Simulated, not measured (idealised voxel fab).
Module name: voxel transistor to metal (process module)
The figure presents cross-section cut, which has a width of 210 nm and is divided into square cells with an edge length of 5 nm.
Cross-section, as written here: a square-cell grid given band by band from the top down, where a band holds one or more rows of cells. Quick guide to a band line: top height, bottom height (nm) up front; then every material left to right with its width in nm. Only one material and it's marked "all across"? Then it fills the band edge to edge. And "air" just means empty space. Zero point of the height axis is 0; under it, received wafer = one material. Lowest band: continues down indefinitely, "0 down". Read "30->40" as a graded width: first number on top, second number at the bottom, same change between each pair of neighbouring rows. "no alteration" (step): cross-section cells unchanged, all of them. "Catalogued sealed voids" - sealed voids, min. 8 cells, no opening to top; format: width x height at distance (distance from left edge; nm throughout). Where a step's line continues beyond its settings, the continuation is a remark by the simulator itself on that step. A step's line can hold "overlay nm"; with a mask on that step, the setting says how far right of the planned place the mask lay, while a negative setting says it lay to the left.
These are the steps we planned for the process:
- 1: RECEIVE (material Si)
- 2: CONFORMAL_DEP (material SiO2; thk nm 5)
- 3: CONFORMAL_DEP (material SiN; thk nm 10)
- 4: DIRECTIONAL_DEP (material aC; thk nm 10)
- 5: PATTERN (tone cover; mask id ACTIVE; material resist; width nm 105; thk nm 25; overlay nm 0)
- 6: DIRECTIONAL_ETCH (etch materials aC; depth nm 10)
- 7: STRIP (etch materials resist)
- 8: DIRECTIONAL_ETCH (etch materials SiN; depth nm 10)
- 9: DIRECTIONAL_ETCH (etch materials SiO2; depth nm 5)
- 10: DIRECTIONAL_ETCH (etch materials Si; depth nm 30)
- 11: STRIP (etch materials aC)
- 12: FILL_DEP (material SiO2; thk nm 15)
- 13: CMP (height nm 15)
- 14: SELECTIVE_ETCH (etch materials SiO2; depth nm 5)
- 15: STRIP (etch materials SiN)
- 16: SELECTIVE_ETCH (etch materials SiO2; depth nm 5)
- 17: OXIDIZE (depth nm 5)
- 18: DIRECTIONAL_DEP (material polySi; thk nm 20)
- 19: DIRECTIONAL_DEP (material SiCN; thk nm 10)
- 20: DIRECTIONAL_DEP (material aC; thk nm 10)
- 21: PATTERN (tone cover; mask id GATE; material resist; width nm 15; thk nm 30; overlay nm 0)
- 22: DIRECTIONAL_ETCH (etch materials aC; depth nm 10)
- 23: STRIP (etch materials resist)
- 24: DIRECTIONAL_ETCH (etch materials SiCN; depth nm 20)
- 25: DIRECTIONAL_ETCH (etch materials polySi; depth nm 30)
- 26: STRIP (etch materials aC)
- 27: CONFORMAL_DEP (material SiN; thk nm 5)
- 28: DIRECTIONAL_ETCH (etch materials SiN; depth nm 5)
- 29: DIRECTIONAL_ETCH (etch materials SiO2; depth nm 5)
- 30: EPI (material pSi; thk nm 5)
- 31: FILL_DEP (material SiO2; thk nm 10)
- 32: CMP (height nm 30)
- 33: DIRECTIONAL_DEP (material SiO2; thk nm 15)
- 34: PATTERN (tone open; mask id CONTACT; material resist; width nm 30; pitch nm 55; thk nm 20; overlay nm 0)
- 35: DIRECTIONAL_ETCH (etch materials SiO2; depth nm 45)
- 36: STRIP (etch materials resist)
- 37: CONFORMAL_DEP (material TiN; thk nm 5)
- 38: FILL_DEP (material W; thk nm 5)
- 39: CMP (height nm 45)
- 40: DIRECTIONAL_DEP (material TiN; thk nm 5)
- 41: DIRECTIONAL_DEP (material W; thk nm 25)
- 42: DIRECTIONAL_DEP (material aC; thk nm 15)
- 43: PATTERN (tone cover; mask id METAL_1; material resist; width nm 15; pitch nm 70; thk nm 35; overlay nm 0)
- 44: DIRECTIONAL_ETCH (etch materials aC; depth nm 15)
- 45: STRIP (etch materials resist)
- 46: DIRECTIONAL_ETCH (etch materials W; depth nm 25)
- 47: DIRECTIONAL_ETCH (etch materials TiN; depth nm 5)
- 48: STRIP (etch materials aC)
- 49: FILL_DEP (material SiO2; thk nm 10)
- 50: CMP (height nm 75)
- 51: CONFORMAL_DEP (material SiN; thk nm 5)
Incoming wafer in cross-section (state: after step 1):
    0 down = Si all across
    Catalogued sealed voids: none
First of two wafers at the end of the module, shown in cross-section; run carried out as planned:
    80 to 75 = SiN all across
    75 to 50 = SiO2 60  W 15  SiO2 55  W 15  SiO2 65
    50 to 45 = SiO2 60  TiN 15  SiO2 55  TiN 15  SiO2 65
    45 to 30 = SiO2 60  TiN 5  W 20  TiN 5  SiO2 25  TiN 5  W 20  TiN 5  SiO2 65
    30 to 20 = SiO2 60  TiN 5  W 20  TiN 5  SiN 5  SiCN 15  SiN 5  TiN 5  W 20  TiN 5  SiO2 65
    20 to 5 = SiO2 60  TiN 5  W 20  TiN 5  SiN 5  polySi 15  SiN 5  TiN 5  W 20  TiN 5  SiO2 65
    5 to 0 = SiO2 45  SiN 5  SiO2 10  TiN 30  SiN 5  polySi 15  SiN 5  TiN 30  SiO2 10  SiN 5  SiO2 50
    0 to -5 = SiO2 50  pSi 40  SiO2 25  pSi 40  SiO2 55
    -5 to -30 = SiO2 50  Si 105  SiO2 55
    -30 down = Si all across
    Catalogued sealed voids: none
The second wafer, shown in cross-section after the module: started the same way as the first and given the same plan, yet one mistake crept into how it was run:
    80 to 75 = SiN all across
    75 to 50 = SiO2 60  W 15  SiO2 55  W 15  SiO2 65
    50 to 45 = SiO2 60  TiN 15  SiO2 55  TiN 15  SiO2 65
    45 to 30 = SiO2 60  TiN 5  W 20  TiN 5  SiO2 25  TiN 5  W 20  TiN 5  SiO2 65
    30 to 20 = SiO2 60  TiN 5  W 20  TiN 5  SiN 5  polySi 15  SiN 5  TiN 5  W 20  TiN 5  SiO2 65
    20 to 15 = SiO2 60  TiN 30  SiO2 25  TiN 30  SiO2 65
    15 to 5 = SiO2 50  SiN 105  SiO2 55
    5 to 0 = SiO2 all across
    0 to -30 = SiO2 50  Si 105  SiO2 55
    -30 down = Si all across
    Catalogued sealed voids: none
It is concluded that the wafer was processed incorrectly with respect to the plan, in that skipped: plan step 13 (never run)
Final comparison by cell count, materials where the second wafer has more or fewer than the first: 21 more of Si, 6 fewer of SiCN, 32 more of SiN, 11 more of SiO2, 12 fewer of TiN, 24 fewer of W, 16 fewer of pSi, 6 fewer of polySi
